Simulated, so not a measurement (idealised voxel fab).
process module | voxel quadruple lines
cross-section cut | 165 nm wide | cells 5 nm
A cross-section is a grid of square cells, given in bands from the top down. A band is one or more rows of cells.
Each band's line starts with the height of the band's top and of its bottom, in nm. Then come its materials from left to right, each with its width in nm. One material with "throughout" fills the band from edge to edge. "air" is empty space.
Height 0 is the level under which the wafer as received is all one material. The lowest band goes on downwards, as in "0 down".
A width such as "30 to 40" changes by the same amount from each row of cells to the next, from the band's top row to its bottom row.
"no change" after a step means that no cell of the cross-section changed.
closed voids: empty space of 8 cells or more with no open way to the top, each as width x height at its distance from the left edge, in nm
after a step's settings: what the simulator itself notes on the step
overlay nm, on a step with a mask: how far to the right of its planned place the mask lay; to the left if negative
plan
1 op RECEIVE | material Si
2 op CONFORMAL_DEP | material SiO2 | thk nm 10
3 op DIRECTIONAL_DEP | material TiN | thk nm 15
4 op DIRECTIONAL_DEP | material polySi | thk nm 15
5 op DIRECTIONAL_DEP | material aC | thk nm 20
6 op PATTERN | tone cover | mask id MANDREL | material resist | width nm 15 | thk nm 30 | overlay nm 0
7 op DIRECTIONAL_ETCH | etch materials aC | depth nm 20
8 op STRIP | etch materials resist
9 op CONFORMAL_DEP | material SiO2 | thk nm 15
10 op DIRECTIONAL_ETCH | etch materials SiO2 | depth nm 15
11 op STRIP | etch materials aC
12 op DIRECTIONAL_ETCH | etch materials polySi | depth nm 15
13 op STRIP | etch materials SiO2
14 op CONFORMAL_DEP | material SiCN | thk nm 5
15 op DIRECTIONAL_ETCH | etch materials SiCN | depth nm 5
16 op STRIP | etch materials polySi
17 op DIRECTIONAL_ETCH | etch materials TiN | depth nm 15
18 op STRIP | etch materials SiCN
varied across the wafers: width nm of step 6. The plan shows the first wafer's value. All wafers start alike
first wafer as received, after step 1
  0 down: Si throughout
  closed voids: none
first wafer at the end, after step 18
  25 to 10: air 55 | TiN 5 | air 15 | TiN 5 | air 5 | TiN 5 | air 15 | TiN 5 | air 55
  10 to 0: SiO2 throughout
  0 down: Si throughout
  closed voids: none
last wafer at the end
  25 to 10: air 45 | TiN 5 | air 15 | TiN 5 | air 30 | TiN 5 | air 15 | TiN 5 | air 40
  10 to 0: SiO2 throughout
  0 down: Si throughout
  closed voids: none
each wafer at the end: cells of each material gained (+) or lost (-) since it was received, then its closed voids
width nm 15 | +66 SiO2 | +12 TiN | closed voids: none
width nm 20 | +66 SiO2 | +12 TiN | closed voids: none
width nm 25 | +66 SiO2 | +12 TiN | closed voids: none
width nm 30 | +66 SiO2 | +12 TiN | closed voids: none
width nm 35 | +66 SiO2 | +12 TiN | closed voids: none
width nm 40 | +66 SiO2 | +12 TiN | closed voids: none
